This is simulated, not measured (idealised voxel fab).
You're looking at the process module voxel self aligned vias.
285 nm wide, 5 nm square cells: that's cross-section cut.
If you're reading a cross-section in this doc, picture square cells in a grid; it comes to you as bands, top ones listed first down to the bottom, and a band can be one or more rows of cells. Top height, bottom height, nm. Materials left to right, width each, nm. Single material + "edge to edge" = fills band edge to edge. "air" = empty. Heads up on the height convention: 0 is the point under which the incoming wafer is all one material, and the lowest band has no bottom, it just keeps going down, like "0 and below". Note: "30 to 40" means the width goes from the first number (top row of the band) to the second number (bottom row) in equal steps per row of cells. "remains unaltered" for a step: no cell of the cross-section changed in that step. Entry "Enclosed void catalog" = empty spaces >= 8 cells with no open way to the top; each as width x height at distance, distance from left edge, all nm. Note: text after step settings on the step line = simulator remark on that step. What "overlay nm" on a step's line means: if the step has a mask, that mask lay this far to the right of its planned place, or, when the value is negative, to the left.

**Process steps - plan**
1 RECEIVE,material Si
2 CONFORMAL_DEP,material SiO2,thk nm 15
3 CONFORMAL_DEP,material SiCN,thk nm 5
4 DIRECTIONAL_DEP,material lowk,thk nm 30
5 DIRECTIONAL_DEP,material aC,thk nm 10
6 PATTERN,tone open,mask id LINES,material resist,width nm 30,pitch nm 55,thk nm 25,overlay nm 0
7 DIRECTIONAL_ETCH,etch materials aC,depth nm 10
8 STRIP,etch materials resist
9 DIRECTIONAL_ETCH,etch materials lowk,depth nm 30
10 STRIP,etch materials aC
11 CONFORMAL_DEP,material TiN,thk nm 5
12 FILL_DEP,material W,thk nm 10
13 CMP,height nm 50
14 SELECTIVE_ETCH,etch materials W Ru TiN,depth nm 5
15 FILL_DEP,material SiN,thk nm 5
16 CMP,height nm 50
17 DIRECTIONAL_DEP,material lowk,thk nm 20
18 PATTERN,tone open,mask id VIAS,material resist,width nm 40,thk nm 20,overlay nm 0
19 DIRECTIONAL_ETCH,etch materials lowk,depth nm 20
20 DIRECTIONAL_ETCH,etch materials SiN,depth nm 5
21 STRIP,etch materials resist
22 CONFORMAL_DEP,material TiN,thk nm 5
23 FILL_DEP,material W,thk nm 10
24 CMP,height nm 70
25 CONFORMAL_DEP,material SiN,thk nm 5
Across this set of wafers, the varied parameter is the thk nm of step 3. Starting conditions are identical for every wafer, and the plan reports the value assigned to the first wafer.

**Cross-section of the first of several wafers as received (after step 1)**
> 0 and below | Si edge to edge
> Enclosed void catalog: none

**Depicted here is the first of several wafers in cross-section, at module completion following the last step, step 25**
> 75 down to 70 | SiN edge to edge
> 70 down to 55 | 95 nm lowk, 5 nm TiN, 30 nm W, 5 nm TiN, 150 nm lowk
> 55 down to 50 | 95 nm lowk, 10 nm TiN, 20 nm W, 10 nm TiN, 150 nm lowk
> 50 down to 45 | 100 nm lowk, 30 nm TiN, 25 nm lowk, 30 nm SiN, 100 nm lowk
> 45 down to 25 | 100 nm lowk, 5 nm TiN, 20 nm W, 5 nm TiN, 25 nm lowk, 5 nm TiN, 20 nm W, 5 nm TiN, 100 nm lowk
> 25 down to 20 | 100 nm lowk, 30 nm TiN, 25 nm lowk, 30 nm TiN, 100 nm lowk
> 20 down to 15 | SiCN edge to edge
> 15 down to 0 | SiO2 edge to edge
> 0 and below | Si edge to edge
> Enclosed void catalog: none

**The module's end: a cross-section of the last wafer**
> 75 down to 70 | SiN edge to edge
> 70 down to 55 | 95 nm lowk, 5 nm TiN, 30 nm W, 5 nm TiN, 150 nm lowk
> 55 down to 50 | 95 nm lowk, 10 nm TiN, 20 nm W, 10 nm TiN, 150 nm lowk
> 50 down to 45 | 100 nm lowk, 30 nm TiN, 25 nm lowk, 30 nm SiN, 100 nm lowk
> 45 down to 40 | 100 nm lowk, 5 nm TiN, 20 nm W, 5 nm TiN, 25 nm lowk, 5 nm TiN, 20 nm W, 5 nm TiN, 100 nm lowk
> 40 down to 35 | 100 nm lowk, 30 nm TiN, 25 nm lowk, 30 nm TiN, 100 nm lowk
> 35 down to 15 | SiCN edge to edge
> 15 down to 0 | SiO2 edge to edge
> 0 and below | Si edge to edge
> Enclosed void catalog: none

**Wafer rows, end of module: cells per material gained (+) or lost (-) since receipt; closed voids last**
thk nm 5 | +57 SiCN | +63 SiN | +171 SiO2 | +44 TiN | +54 W | +466 lowk | Enclosed void catalog: none
thk nm 10 | +114 SiCN | +63 SiN | +171 SiO2 | +40 TiN | +46 W | +421 lowk | Enclosed void catalog: none
thk nm 15 | +171 SiCN | +63 SiN | +171 SiO2 | +36 TiN | +38 W | +376 lowk | Enclosed void catalog: none
thk nm 20 | +228 SiCN | +63 SiN | +171 SiO2 | +32 TiN | +30 W | +331 lowk | Enclosed void catalog: none
